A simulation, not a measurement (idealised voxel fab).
Documented hereafter: the process module known as voxel trench capacitor.
260 nm wide, 5 nm square cells: that's cross-section cut.
The cross-sections in this document take the form of a grid made of square cells. They are written out as bands, in order from top to bottom. Each band consists of one or more rows of cells.
In this notation a band is specified by the heights of its top and bottom, in that order and in nm, after which its materials appear from left to right, each paired with its width in nm. The word "everywhere" attached to a single material means that material fills the band from edge to edge; the word "air" stands for empty space.
Counting heights begins at 0, where everything beneath is, in the wafer as received, one material. The lowest band has no bottom; it goes on downwards, as "top 0, no bottom" shows.
Width spec "30->40" -> top row of cells at first value, bottom row at second value, equal per-row change in between.
Any step labelled "nothing changed" changed none of the cells in the cross-section.
What "Sealed-off cavities" gives you is every empty space of 8 cells or more that is cut off from the top. Each appears as width x height at distance, with the distance taken from the left edge and width, height and distance all in nm.
Post-settings text on a step line: simulator's own remark regarding the step.
overlay nm: how far to the right of its planned place the mask lay on this masked step (negative: to the left).
So here's the lineup of process steps we planned
| 1 | RECEIVE (material Si) |
| 2 | CONFORMAL_DEP (material SiN; thk nm 5) |
| 3 | MASKED_ETCH (tone open; mask id TRENCH; width nm 25; pitch nm 50; etch materials SiN; depth nm 5; overlay nm 0) |
| 4 | MASKED_ETCH (tone open; mask id TRENCH; width nm 25; pitch nm 50; etch materials Si; depth nm 30; overlay nm 0) |
| 5 | CONFORMAL_DEP (material SiO2; thk nm 5) |
| 6 | FILL_DEP (material polySi; thk nm 10) |
| 7 | CMP (height nm 5) |
The following pertains to the first of two wafers, which was processed as planned
Step 1 complete: cross-section of the wafer as received
- top 0, no bottom | Si everywhere
- Sealed-off cavities: none
So this is the wafer cross-section right after step 2
- top 5, bottom 0 | SiN everywhere
- Whatever lies below 0 is exactly as it was before.
So this is the wafer cross-section right after step 3
- top 5, bottom 0 | SiN 90 nm / air 25 nm / SiN 25 nm / air 25 nm / SiN 95 nm
- Whatever lies below 0 is exactly as it was before.
So this is the wafer cross-section right after step 4
- top 5, bottom 0 | SiN 90 nm / air 25 nm / SiN 25 nm / air 25 nm / SiN 95 nm
- top 0, bottom -30 | Si 90 nm / air 25 nm / Si 25 nm / air 25 nm / Si 95 nm
- Whatever lies below -30 is exactly as it was before.
So this is the wafer cross-section right after step 5
- top 10, bottom 5 | SiO2 95 nm / air 15 nm / SiO2 35 nm / air 15 nm / SiO2 100 nm
- top 5, bottom 0 | SiN 90 nm / SiO2 5 nm / air 15 nm / SiO2 5 nm / SiN 25 nm / SiO2 5 nm / air 15 nm / SiO2 5 nm / SiN 95 nm
- top 0, bottom -25 | Si 90 nm / SiO2 5 nm / air 15 nm / SiO2 5 nm / Si 25 nm / SiO2 5 nm / air 15 nm / SiO2 5 nm / Si 95 nm
- top -25, bottom -30 | Si 90 nm / SiO2 25 nm / Si 25 nm / SiO2 25 nm / Si 95 nm
- Whatever lies below -30 is exactly as it was before.
So this is the wafer cross-section right after step 6
- top 20, bottom 10 | polySi everywhere
- top 10, bottom 5 | SiO2 95 nm / polySi 15 nm / SiO2 35 nm / polySi 15 nm / SiO2 100 nm
- top 5, bottom 0 | SiN 90 nm / SiO2 5 nm / polySi 15 nm / SiO2 5 nm / SiN 25 nm / SiO2 5 nm / polySi 15 nm / SiO2 5 nm / SiN 95 nm
- top 0, bottom -25 | Si 90 nm / SiO2 5 nm / polySi 15 nm / SiO2 5 nm / Si 25 nm / SiO2 5 nm / polySi 15 nm / SiO2 5 nm / Si 95 nm
- Whatever lies below -25 is exactly as it was before.
So this is the wafer cross-section right after step 7
- top 5, bottom 0 | SiN 90 nm / SiO2 5 nm / polySi 15 nm / SiO2 5 nm / SiN 25 nm / SiO2 5 nm / polySi 15 nm / SiO2 5 nm / SiN 95 nm
- Whatever lies below 0 is exactly as it was before.
Second wafer. Start and plan as for the first. One mistake made in running. Agrees with the first up to and including step 3
Cross-section of the second wafer at the time step 4 of the plan should have ended
- top 5, bottom 0 | SiN 90 nm / air 25 nm / SiN 25 nm / air 25 nm / SiN 95 nm
- top 0, bottom -60 | Si 90 nm / air 25 nm / Si 25 nm / air 25 nm / Si 95 nm
- Whatever lies below -60 is exactly as it was before.
Cross-section of the second wafer at the time step 5 of the plan should have ended
- top 10, bottom 5 | SiO2 95 nm / air 15 nm / SiO2 35 nm / air 15 nm / SiO2 100 nm
- top 5, bottom 0 | SiN 90 nm / SiO2 5 nm / air 15 nm / SiO2 5 nm / SiN 25 nm / SiO2 5 nm / air 15 nm / SiO2 5 nm / SiN 95 nm
- top 0, bottom -55 | Si 90 nm / SiO2 5 nm / air 15 nm / SiO2 5 nm / Si 25 nm / SiO2 5 nm / air 15 nm / SiO2 5 nm / Si 95 nm
- top -55, bottom -60 | Si 90 nm / SiO2 25 nm / Si 25 nm / SiO2 25 nm / Si 95 nm
- Whatever lies below -60 is exactly as it was before.
Cross-section of the second wafer at the time step 6 of the plan should have ended
- top 20, bottom 10 | polySi everywhere
- top 10, bottom 5 | SiO2 95 nm / polySi 15 nm / SiO2 35 nm / polySi 15 nm / SiO2 100 nm
- top 5, bottom 0 | SiN 90 nm / SiO2 5 nm / polySi 15 nm / SiO2 5 nm / SiN 25 nm / SiO2 5 nm / polySi 15 nm / SiO2 5 nm / SiN 95 nm
- top 0, bottom -55 | Si 90 nm / SiO2 5 nm / polySi 15 nm / SiO2 5 nm / Si 25 nm / SiO2 5 nm / polySi 15 nm / SiO2 5 nm / Si 95 nm
- Whatever lies below -55 is exactly as it was before.
Cross-section of the second wafer at the time step 7 of the plan should have ended
- top 5, bottom 0 | SiN 90 nm / SiO2 5 nm / polySi 15 nm / SiO2 5 nm / SiN 25 nm / SiO2 5 nm / polySi 15 nm / SiO2 5 nm / SiN 95 nm
- Whatever lies below 0 is exactly as it was before.
Here's what went sideways: the plan had its step 4 run twice
Once processing is complete, comparing cell counts shows that the second wafer has more or fewer of certain materials than the first: Si -60; SiO2 +24; polySi +36
